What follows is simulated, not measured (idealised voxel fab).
process module | voxel self aligned vias
cross-section cut | 140 nm wide | cells 5 nm
A cross-section is a grid of square cells, given in bands from the top down. A band is one or more rows of cells.
Each band's line starts with the height of the band's top and of its bottom, in nm. Then come its materials from left to right, each with its width in nm. One material with "throughout" fills the band from edge to edge. "air" is empty space.
Height 0 is the level under which the wafer as received is all one material. The lowest band goes on downwards, as in "0 down".
A width such as "30 to 40" changes by the same amount from each row of cells to the next, from the band's top row to its bottom row.
"no change" after a step means that no cell of the cross-section changed.
closed voids: empty space of 8 cells or more with no open way to the top, each as width x height at its distance from the left edge, in nm
after a step's settings: what the simulator itself notes on the step
overlay nm, on a step with a mask: how far to the right of its planned place the mask lay; to the left if negative
plan
1 op RECEIVE | material Si
2 op CONFORMAL_DEP | material SiO2 | thk nm 15
3 op CONFORMAL_DEP | material SiCN | thk nm 5
4 op DIRECTIONAL_DEP | material SiO2 | thk nm 30
5 op DIRECTIONAL_DEP | material aC | thk nm 10
6 op PATTERN | tone open | mask id LINES | material resist | width nm 25 | pitch nm 60 | thk nm 30 | overlay nm 0
7 op DIRECTIONAL_ETCH | etch materials aC | depth nm 10
8 op STRIP | etch materials resist
9 op DIRECTIONAL_ETCH | etch materials SiO2 | depth nm 30
10 op STRIP | etch materials aC
11 op CONFORMAL_DEP | material TiN | thk nm 5
12 op FILL_DEP | material W | thk nm 10
13 op CMP | height nm 50
14 op SELECTIVE_ETCH | etch materials W Ru TiN | depth nm 5
15 op FILL_DEP | material SiN | thk nm 10
16 op CMP | height nm 50
17 op DIRECTIONAL_DEP | material SiO2 | thk nm 20
18 op DIRECTIONAL_DEP | material aC | thk nm 15
19 op PATTERN | tone open | mask id VIAS | material resist | width nm 35 | thk nm 35 | overlay nm -5
20 op DIRECTIONAL_ETCH | etch materials aC | depth nm 15
21 op STRIP | etch materials resist
22 op DIRECTIONAL_ETCH | etch materials SiO2 | depth nm 20
23 op DIRECTIONAL_ETCH | etch materials SiN | depth nm 5
24 op STRIP | etch materials aC
25 op CONFORMAL_DEP | material TiN | thk nm 5
26 op FILL_DEP | material Ru | thk nm 10
27 op CMP | height nm 70
28 op CONFORMAL_DEP | material SiN | thk nm 5
varied across the wafers: overlay nm of step 19. The plan shows the first wafer's value. All wafers start alike
first wafer as received, after step 1
  0 down: Si throughout
  closed voids: none
first wafer at the end, after step 28
  75 to 70: SiN throughout
  70 to 55: SiO2 15 | TiN 5 | Ru 25 | TiN 5 | SiO2 90
  55 to 50: SiO2 15 | TiN 15 | Ru 15 | TiN 5 | SiO2 90
  50 to 45: SiO2 25 | TiN 25 | SiO2 35 | SiN 25 | SiO2 30
  45 to 25: SiO2 25 | TiN 5 | W 15 | TiN 5 | SiO2 35 | TiN 5 | W 15 | TiN 5 | SiO2 30
  25 to 20: SiO2 25 | TiN 25 | SiO2 35 | TiN 25 | SiO2 30
  20 to 15: SiCN throughout
  15 to 0: SiO2 throughout
  0 down: Si throughout
  closed voids: none
last wafer at the end
  75 to 70: SiN throughout
  70 to 55: SiO2 35 | TiN 5 | Ru 25 | TiN 5 | SiO2 70
  55 to 50: SiO2 35 | TiN 5 | Ru 5 | TiN 25 | SiO2 70
  50 to 45: SiO2 25 | SiN 10 | TiN 15 | SiO2 35 | SiN 25 | SiO2 30
  45 to 25: SiO2 25 | TiN 5 | W 15 | TiN 5 | SiO2 35 | TiN 5 | W 15 | TiN 5 | SiO2 30
  25 to 20: SiO2 25 | TiN 25 | SiO2 35 | TiN 25 | SiO2 30
  20 to 15: SiCN throughout
  15 to 0: SiO2 throughout
  0 down: Si throughout
  closed voids: none
each wafer at the end: cells of each material gained (+) or lost (-) since it was received, then its closed voids
overlay nm -5 | +18 Ru | +28 SiCN | +33 SiN | +276 SiO2 | +41 TiN | +24 W | closed voids: none
overlay nm 0 | +18 Ru | +28 SiCN | +33 SiN | +276 SiO2 | +41 TiN | +24 W | closed voids: none
overlay nm 5 | +18 Ru | +28 SiCN | +33 SiN | +276 SiO2 | +41 TiN | +24 W | closed voids: none
overlay nm 10 | +17 Ru | +28 SiCN | +34 SiN | +276 SiO2 | +41 TiN | +24 W | closed voids: none
overlay nm 15 | +16 Ru | +28 SiCN | +35 SiN | +276 SiO2 | +41 TiN | +24 W | closed voids: none
